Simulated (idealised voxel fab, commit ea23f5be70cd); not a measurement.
Process module, titled voxel ribs on slabs
It is cross-section cut that appears here, measuring 145 nm in width, its square cells being 5 nm in size.
We lay out every cross-section as a grid of square cells and spell it out in bands from the top down, where one band means one or more rows of cells. Per band: top height and bottom height in nm, followed by the left-to-right materials and their widths in nm; "edge to edge" marks a single material spanning edge to edge, "blank" marks empty space. Below 0: as-received wafer, all one material; heights counted from there. Lowest band: no bottom, goes on down, written "0 -> down". The expression "30..40" gives the width at the extremes of the band, the first number at its top row of cells and the second at its bottom row, with the width changing by equal amounts from each row to the next in between. What does "nothing altered" mean for a step? It means no cell of the cross-section changed in that step. You'll see "Completely sealed voids" listing empty spaces that have no way open to the top, as long as they're 8 cells or more; the notation is width x height at distance, where the distance is from the left edge, and all of it is in nm. Text after the settings on a step's line: the simulator's own remark on that step. overlay nm: for a step with a mask, the amount by which the mask lay right of where it was planned; a negative amount means left of it.
### plan
1 RECEIVE: material Si
2 DIRECTIONAL_DEP: material SiO2, thk nm 25
3 DIRECTIONAL_DEP: material polySi, thk nm 20
4 DIRECTIONAL_DEP: material aC, thk nm 15
5 PATTERN: tone cover, mask id RIB, material resist, width nm 30, thk nm 30, overlay nm 0
6 DIRECTIONAL_ETCH: etch materials aC, depth nm 15
7 STRIP: etch materials resist
8 DIRECTIONAL_ETCH: etch materials polySi, depth nm 10
9 STRIP: etch materials aC
10 DIRECTIONAL_DEP: material aC, thk nm 10
11 PATTERN: tone cover, mask id SLAB, material resist, width nm 80, thk nm 25, overlay nm 0
12 DIRECTIONAL_ETCH: etch materials aC, depth nm 10
13 STRIP: etch materials resist
14 DIRECTIONAL_ETCH: etch materials polySi, depth nm 10
15 STRIP: etch materials aC
16 FILL_DEP: material SiO2, thk nm 20
17 CMP: height nm 55
18 DIRECTIONAL_DEP: material W, thk nm 5
19 DIRECTIONAL_DEP: material aC, thk nm 15
20 PATTERN: tone cover, mask id HEATER, material resist, width nm 40, thk nm 30, overlay nm 0
21 DIRECTIONAL_ETCH: etch materials aC, depth nm 15
22 STRIP: etch materials resist
23 DIRECTIONAL_ETCH: etch materials W, depth nm 5
24 STRIP: etch materials aC
25 CONFORMAL_DEP: material SiO2, thk nm 10
### Run as planned: first of two wafers
### As-received state of the wafer in cross-section, equivalent to post-step 1
  0 -> down | Si edge to edge
  Completely sealed voids: none
### Cross-sectional representation of the wafer at the conclusion of step 2
  25 -> 0 | SiO2 edge to edge
  Below 0, no change.
### Cross-sectional representation of the wafer at the conclusion of step 3
  45 -> 25 | polySi edge to edge
  Below 25, no change.
### Cross-sectional representation of the wafer at the conclusion of step 4
  60 -> 45 | aC edge to edge
  Below 45, no change.
### Cross-sectional representation of the wafer at the conclusion of step 5
  90 -> 60 | 55 nm blank; 30 nm resist; 60 nm blank
  Below 60, no change.
### Cross-sectional representation of the wafer at the conclusion of step 6
  75 -> 60 | 55 nm blank; 30 nm resist; 60 nm blank
  60 -> 45 | 55 nm blank; 30 nm aC; 60 nm blank
  Below 45, no change.
### Cross-sectional representation of the wafer at the conclusion of step 7
  60 -> 45 | 55 nm blank; 30 nm aC; 60 nm blank
  Below 45, no change.
### Cross-sectional representation of the wafer at the conclusion of step 8
  60 -> 45 | 55 nm blank; 30 nm aC; 60 nm blank
  45 -> 35 | 55 nm blank; 30 nm polySi; 60 nm blank
  Below 35, no change.
### Cross-sectional representation of the wafer at the conclusion of step 9
  45 -> 35 | 55 nm blank; 30 nm polySi; 60 nm blank
  Below 35, no change.
### Cross-sectional representation of the wafer at the conclusion of step 10
  55 -> 45 | 55 nm blank; 30 nm aC; 60 nm blank
  45 -> 35 | 55 nm aC; 30 nm polySi; 60 nm aC
  Below 35, no change.
### Cross-sectional representation of the wafer at the conclusion of step 11
  80 -> 55 | 30 nm blank; 80 nm resist; 35 nm blank
  55 -> 45 | 30 nm blank; 25 nm resist; 30 nm aC; 25 nm resist; 35 nm blank
  Below 45, no change.
### Cross-sectional representation of the wafer at the conclusion of step 12
  70 -> 55 | 30 nm blank; 80 nm resist; 35 nm blank
  55 -> 45 | 30 nm blank; 25 nm resist; 30 nm aC; 25 nm resist; 35 nm blank
  45 -> 35 | 30 nm blank; 25 nm aC; 30 nm polySi; 25 nm aC; 35 nm blank
  Below 35, no change.
### Cross-sectional representation of the wafer at the conclusion of step 13
  55 -> 45 | 55 nm blank; 30 nm aC; 60 nm blank
  Below 45, no change.
### Cross-sectional representation of the wafer at the conclusion of step 14
  55 -> 45 | 55 nm blank; 30 nm aC; 60 nm blank
  45 -> 35 | 30 nm blank; 25 nm aC; 30 nm polySi; 25 nm aC; 35 nm blank
  35 -> 25 | 30 nm blank; 80 nm polySi; 35 nm blank
  Below 25, no change.
### Cross-sectional representation of the wafer at the conclusion of step 15
  45 -> 35 | 55 nm blank; 30 nm polySi; 60 nm blank
  Below 35, no change.
### Cross-sectional representation of the wafer at the conclusion of step 16
  65 -> 45 | SiO2 edge to edge
  45 -> 35 | 55 nm SiO2; 30 nm polySi; 60 nm SiO2
  35 -> 25 | 30 nm SiO2; 80 nm polySi; 35 nm SiO2
  Below 25, no change.
### Cross-sectional representation of the wafer at the conclusion of step 17
  55 -> 45 | SiO2 edge to edge
  Below 45, no change.
### Cross-sectional representation of the wafer at the conclusion of step 18
  60 -> 55 | W edge to edge
  Below 55, no change.
### Cross-sectional representation of the wafer at the conclusion of step 19
  75 -> 60 | aC edge to edge
  Below 60, no change.
### Cross-sectional representation of the wafer at the conclusion of step 20
  105 -> 75 | 50 nm blank; 40 nm resist; 55 nm blank
  Below 75, no change.
### Cross-sectional representation of the wafer at the conclusion of step 21
  90 -> 75 | 50 nm blank; 40 nm resist; 55 nm blank
  75 -> 60 | 50 nm blank; 40 nm aC; 55 nm blank
  Below 60, no change.
### Cross-sectional representation of the wafer at the conclusion of step 22
  75 -> 60 | 50 nm blank; 40 nm aC; 55 nm blank
  Below 60, no change.
### Cross-sectional representation of the wafer at the conclusion of step 23
  75 -> 60 | 50 nm blank; 40 nm aC; 55 nm blank
  60 -> 55 | 50 nm blank; 40 nm W; 55 nm blank
  Below 55, no change.
### Cross-sectional representation of the wafer at the conclusion of step 24
  60 -> 55 | 50 nm blank; 40 nm W; 55 nm blank
  Below 55, no change.
### Cross-sectional representation of the wafer at the conclusion of step 25
  70 -> 65 | 40 nm blank; 60 nm SiO2; 45 nm blank
  65 -> 60 | SiO2 edge to edge
  60 -> 55 | 50 nm SiO2; 40 nm W; 55 nm SiO2
  Below 55, no change.
### It is to be noted that the second wafer proceeded from the same initial state and according to the same plan as the first, although one mistake was committed in its execution; through step 24, inclusive, the two wafers share an identical history
Look at the second wafer in cross-section at the time step 25 ought to have finished: nothing altered
The plan and the run diverged here: heads up, step 25 of the plan was skipped and never actually ran
The closing comparison, in cells, has the second wafer with more or fewer of some materials than the first: SiO2: 62 fewer
